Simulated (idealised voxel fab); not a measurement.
Process module heading - voxel ribs on slabs
FYI the section here is cut, 185 nm wide, cells are 5 nm squares.
This document writes a cross-section as a grid whose cells are square, and gives it as bands, listed from the top down; one or more rows of cells form a band.
Each band's line starts with the height of the band's top and of its bottom, in nm. Then come its materials from left to right, each with its width in nm. One material with "full width" fills the band from edge to edge. "empty" is empty space.
Height 0 is the level under which the wafer as received is all one material. The lowest band goes on downwards, as in "0 -> down".
Quick explanation for "30 to 40": the width changes in equal steps down the rows of cells, from the first number in the band's top row to the second number in its bottom row.
Any step labelled "nothing was modified" changed none of the cells in the cross-section.
Sealed void list: empty space of 8 cells or more with no open way to the top, each as width x height at its distance from the left edge, in nm
Step line, after settings: the simulator's comment on this step.
overlay nm: step with mask; distance mask lay right of planned place; negative value = left of planned place.
Steps in the process plan:
- 1: op RECEIVE | material Si
- 2: op DIRECTIONAL_DEP | material SiO2 | thk nm 30
- 3: op DIRECTIONAL_DEP | material SiN | thk nm 15
- 4: op DIRECTIONAL_DEP | material aC | thk nm 15
- 5: op PATTERN | tone cover | mask id RIB | material resist | width nm 30 | thk nm 35 | overlay nm 0
- 6: op DIRECTIONAL_ETCH | etch materials aC | depth nm 15
- 7: op STRIP | etch materials resist
- 8: op DIRECTIONAL_ETCH | etch materials SiN | depth nm 5
- 9: op STRIP | etch materials aC
- 10: op DIRECTIONAL_DEP | material aC | thk nm 10
- 11: op PATTERN | tone cover | mask id SLAB | material resist | width nm 80 | thk nm 30 | overlay nm 0
- 12: op DIRECTIONAL_ETCH | etch materials aC | depth nm 10
- 13: op STRIP | etch materials resist
- 14: op DIRECTIONAL_ETCH | etch materials SiN | depth nm 10
- 15: op STRIP | etch materials aC
- 16: op FILL_DEP | material SiO2 | thk nm 15
- 17: op CMP | height nm 55
- 18: op DIRECTIONAL_DEP | material W | thk nm 10
- 19: op MASKED_ETCH | tone cover | mask id HEATER | width nm 40 | etch materials W | depth nm 10 | overlay nm 0
- 20: op CONFORMAL_DEP | material SiN | thk nm 10
Received-state cross-section, reflecting completion of step 1:
* 0 -> down = Si full width
* Sealed void list: none
First of two wafers: cross-section at end of module, run per plan:
* 75 -> 65 = empty: 60 / SiN: 60 / empty: 65
* 65 -> 55 = SiN: 70 / W: 40 / SiN: 75
* 55 -> 45 = SiO2 full width
* 45 -> 40 = SiO2: 75 / SiN: 30 / SiO2: 80
* 40 -> 30 = SiO2: 50 / SiN: 80 / SiO2: 55
* 30 -> 0 = SiO2 full width
* 0 -> down = Si full width
* Sealed void list: none
So this is wafer number two of the two, cut at the end of the module - it started where the first did and had the same plan, we just got one thing wrong running it:
* 75 -> 65 = empty: 60 / SiN: 60 / empty: 65
* 65 -> 55 = SiN: 70 / W: 40 / SiN: 75
* 55 -> 15 = SiO2 full width
* 15 -> 0 = SiN full width
* 0 -> down = Si full width
* Sealed void list: none
Heads up, the wafer didn't run the way we planned it: steps 2 and 3 of the plan were each performed in the slot designated for the other
Counted in cells at the end, the second wafer holds more or fewer of these materials than the first: +73 SiN; -73 SiO2
